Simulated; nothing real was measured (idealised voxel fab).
Process module in this document: voxel ribs on slabs
270 nm wide, 5 nm square cells: that's cross-section cut.
For the purposes of this document, a cross-section shall be understood as a grid of square cells, specified as bands listed in top-to-bottom order, each band consisting of one or more rows of cells. It is stipulated that each band's entry specify, in nanometres, the height of the top of the band and then that of its bottom, followed by the materials of the band in left-to-right sequence, each together with its width in nanometres. A single material marked by the word "edge to edge" is understood to fill the band from edge to edge; the word "empty" is understood to denote empty space. It should be noted that heights are counted from 0, beneath which the wafer as supplied is of one material throughout, and that the lowest band possesses no lower boundary but continues downward, as written in "0 down". A two-number width, for instance "30 to 40", indicates that the width is equal to the first number in the top row of the band and to the second number in the bottom row, and that it changes by a constant amount per row of cells. "no alteration" means the step left every cell of the cross-section as it was. "Closed void entries" enumerates empty spaces isolated from the top, with no open way to it, that contain at least 8 cells, giving each as width x height at distance from the left edge, all three in nm. Anything after a step's settings on that line? It's the simulator's own note about the step. The line of a step may include "overlay nm". On a step with a mask, this value is how far to the right of its planned place the mask lay. A negative value means the mask lay to the left.
So here's the lineup of process steps we planned:
- 1: RECEIVE (material Si)
- 2: DIRECTIONAL_DEP (material SiO2; thk nm 30)
- 3: DIRECTIONAL_DEP (material polySi; thk nm 20)
- 4: PATTERN (tone cover; mask id RIB; material resist; width nm 30; thk nm 20; overlay nm 0)
- 5: DIRECTIONAL_ETCH (etch materials polySi; depth nm 10)
- 6: STRIP (etch materials resist)
- 7: MASKED_ETCH (tone cover; mask id SLAB; width nm 60; etch materials polySi; depth nm 10; overlay nm 0)
- 8: FILL_DEP (material SiO2; thk nm 20)
- 9: CMP (height nm 60)
- 10: DIRECTIONAL_DEP (material W; thk nm 5)
- 11: MASKED_ETCH (tone cover; mask id HEATER; width nm 40; etch materials W; depth nm 5; overlay nm 0)
- 12: CONFORMAL_DEP (material SiO2; thk nm 5)
First of two wafers: run as planned:
This is the cross-section of the wafer as we received it, i.e. after step 1:
* 0 down | Si edge to edge
* Closed void entries: none
Step 2 complete: cross-section through the wafer:
* 30 to 0 | SiO2 edge to edge
* Beneath the level 0, the cross-section is identical to its previous state.
Step 3 complete: cross-section through the wafer:
* 50 to 30 | polySi edge to edge
* Beneath the level 30, the cross-section is identical to its previous state.
Step 4 complete: cross-section through the wafer:
* 70 to 50 | 120 empty, then 30 resist, then 120 empty
* Beneath the level 50, the cross-section is identical to its previous state.
Step 5 complete: cross-section through the wafer:
* 70 to 50 | 120 empty, then 30 resist, then 120 empty
* 50 to 40 | 120 empty, then 30 polySi, then 120 empty
* Beneath the level 40, the cross-section is identical to its previous state.
Step 6 complete: cross-section through the wafer:
* 50 to 40 | 120 empty, then 30 polySi, then 120 empty
* Beneath the level 40, the cross-section is identical to its previous state.
Step 7 complete: cross-section through the wafer:
* 50 to 40 | 120 empty, then 30 polySi, then 120 empty
* 40 to 30 | 105 empty, then 60 polySi, then 105 empty
* Beneath the level 30, the cross-section is identical to its previous state.
Step 8 complete: cross-section through the wafer:
* 70 to 50 | SiO2 edge to edge
* 50 to 40 | 120 SiO2, then 30 polySi, then 120 SiO2
* 40 to 30 | 105 SiO2, then 60 polySi, then 105 SiO2
* Beneath the level 30, the cross-section is identical to its previous state.
Step 9 complete: cross-section through the wafer:
* 60 to 50 | SiO2 edge to edge
* Beneath the level 50, the cross-section is identical to its previous state.
Step 10 complete: cross-section through the wafer:
* 65 to 60 | W edge to edge
* Beneath the level 60, the cross-section is identical to its previous state.
Step 11 complete: cross-section through the wafer:
* 65 to 60 | 115 empty, then 40 W, then 115 empty
* Beneath the level 60, the cross-section is identical to its previous state.
Step 12 complete: cross-section through the wafer:
* 70 to 65 | 110 empty, then 50 SiO2, then 110 empty
* 65 to 60 | 115 SiO2, then 40 W, then 115 SiO2
* Beneath the level 60, the cross-section is identical to its previous state.
It is to be noted that the second wafer proceeded from the same initial state and according to the same plan as the first, although one mistake was committed in its execution; through step 2, inclusive, the two wafers share an identical history:
Second wafer profile in section, at the moment step 3 of the plan was meant to be complete:
* 70 to 30 | polySi edge to edge
* Beneath the level 30, the cross-section is identical to its previous state.
Second wafer profile in section, at the moment step 4 of the plan was meant to be complete:
* 90 to 70 | 120 empty, then 30 resist, then 120 empty
* Beneath the level 70, the cross-section is identical to its previous state.
Second wafer profile in section, at the moment step 5 of the plan was meant to be complete:
* 90 to 70 | 120 empty, then 30 resist, then 120 empty
* 70 to 60 | 120 empty, then 30 polySi, then 120 empty
* Beneath the level 60, the cross-section is identical to its previous state.
Second wafer profile in section, at the moment step 6 of the plan was meant to be complete:
* 70 to 60 | 120 empty, then 30 polySi, then 120 empty
* Beneath the level 60, the cross-section is identical to its previous state.
Second wafer profile in section, at the moment step 7 of the plan was meant to be complete:
* 70 to 60 | 120 empty, then 30 polySi, then 120 empty
* 60 to 50 | 105 empty, then 60 polySi, then 105 empty
* Beneath the level 50, the cross-section is identical to its previous state.
Second wafer profile in section, at the moment step 8 of the plan was meant to be complete:
* 90 to 70 | SiO2 edge to edge
* 70 to 60 | 120 SiO2, then 30 polySi, then 120 SiO2
* 60 to 50 | 105 SiO2, then 60 polySi, then 105 SiO2
* Beneath the level 50, the cross-section is identical to its previous state.
Second wafer profile in section, at the moment step 9 of the plan was meant to be complete:
* 60 to 50 | 105 SiO2, then 60 polySi, then 105 SiO2
* Beneath the level 50, the cross-section is identical to its previous state.
Second wafer profile in section, at the moment step 10 of the plan was meant to be complete:
* 65 to 60 | W edge to edge
* Beneath the level 60, the cross-section is identical to its previous state.
Second wafer profile in section, at the moment step 11 of the plan was meant to be complete:
* 65 to 60 | 115 empty, then 40 W, then 115 empty
* Beneath the level 60, the cross-section is identical to its previous state.
Second wafer profile in section, at the moment step 12 of the plan was meant to be complete:
* 70 to 65 | 110 empty, then 50 SiO2, then 110 empty
* 65 to 60 | 115 SiO2, then 40 W, then 115 SiO2
* Beneath the level 60, the cross-section is identical to its previous state.
Where did the run depart from the plan? step 3 from the plan got run twice
The final cell counts differ between the wafers, with the second having more or fewer of some materials than the first: SiO2 -204, polySi +204
